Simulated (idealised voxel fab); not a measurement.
The process module that follows is named voxel ribs on slabs.
It is cross-section cut that appears here, measuring 155 nm in width, its square cells being 5 nm in size.
Cross-section format: a grid of square cells, given as bands from top to bottom; each band is one or more rows of cells.
Quick guide to a band line: top height, bottom height (nm) up front; then every material left to right with its width in nm. Only one material and it's marked "all across"? Then it fills the band edge to edge. And "empty" just means empty space.
Height is counted from the level 0, under which the received wafer is composed throughout of one material. The lowest of the bands is not closed at the bottom but continues downward, in the notation "0 and below".
The expression "30..40" gives the width at the extremes of the band, the first number at its top row of cells and the second at its bottom row, with the width changing by equal amounts from each row to the next in between.
"left unchanged" after a step means that no cell of the cross-section changed.
Entry "Enclosed internal voids". Content: empty spaces with no open connection to the top, size 8 cells or greater. Each: width x height at distance. Distance: from left edge. Unit: nm.
Step line, after settings: the simulator's comment on this step.
overlay nm: right-of-plan distance of the mask on a masked step; negative values mean left-of-plan.

The steps planned for the process are as follows:
| 1 | RECEIVE | material Si |
| 2 | DIRECTIONAL_DEP | material SiO2 | thk nm 30 |
| 3 | DIRECTIONAL_DEP | material polySi | thk nm 25 |
| 4 | PATTERN | tone cover | mask id RIB | material resist | width nm 30 | thk nm 15 | overlay nm 0 |
| 5 | DIRECTIONAL_ETCH | etch materials polySi | depth nm 10 |
| 6 | STRIP | etch materials resist |
| 7 | MASKED_ETCH | tone cover | mask id SLAB | width nm 60 | etch materials polySi | depth nm 15 | overlay nm 0 |
| 8 | FILL_DEP | material SiO2 | thk nm 25 |
| 9 | CMP | height nm 70 |
| 10 | DIRECTIONAL_DEP | material W | thk nm 10 |
| 11 | PATTERN | tone cover | mask id HEATER | material resist | width nm 40 | thk nm 15 | overlay nm 0 |
| 12 | DIRECTIONAL_ETCH | etch materials W | depth nm 10 |
| 13 | STRIP | etch materials resist |
| 14 | CONFORMAL_DEP | material SiO2 | thk nm 10 |

The cross-section here shows the wafer as received, i.e. in its state after step 1:
    0 and below: Si all across
    Enclosed internal voids: none

End-of-module cross-section of the first of two wafers, processed as planned:
    90 down to 80: 45 nm empty | 60 nm SiO2 | 50 nm empty
    80 down to 70: 55 nm SiO2 | 40 nm W | 60 nm SiO2
    70 down to 55: SiO2 all across
    55 down to 45: 60 nm SiO2 | 30 nm polySi | 65 nm SiO2
    45 down to 30: 45 nm SiO2 | 60 nm polySi | 50 nm SiO2
    30 down to 0: SiO2 all across
    0 and below: Si all across
    Enclosed internal voids: none

Here is the second of the two wafers cut open at the end of the module - same start, same plan as the first one, but we made one mistake running it:
    90 down to 80: 45 nm empty | 60 nm SiO2 | 50 nm empty
    80 down to 70: 55 nm SiO2 | 40 nm W | 60 nm SiO2
    70 down to 55: SiO2 all across
    55 down to 45: 55 nm SiO2 | 40 nm polySi | 60 nm SiO2
    45 down to 30: 45 nm SiO2 | 60 nm polySi | 50 nm SiO2
    30 down to 0: SiO2 all across
    0 and below: Si all across
    Enclosed internal voids: none
What went wrong in running the wafer? step 4 went in with a setting other than planned; the actual run was PATTERN | tone cover | mask id RIB | material resist | width nm 40 | thk nm 15 | overlay nm 0
Counted in cells at the end, the second wafer holds more or fewer of these materials than the first: SiO2: 4 fewer | polySi: 4 more
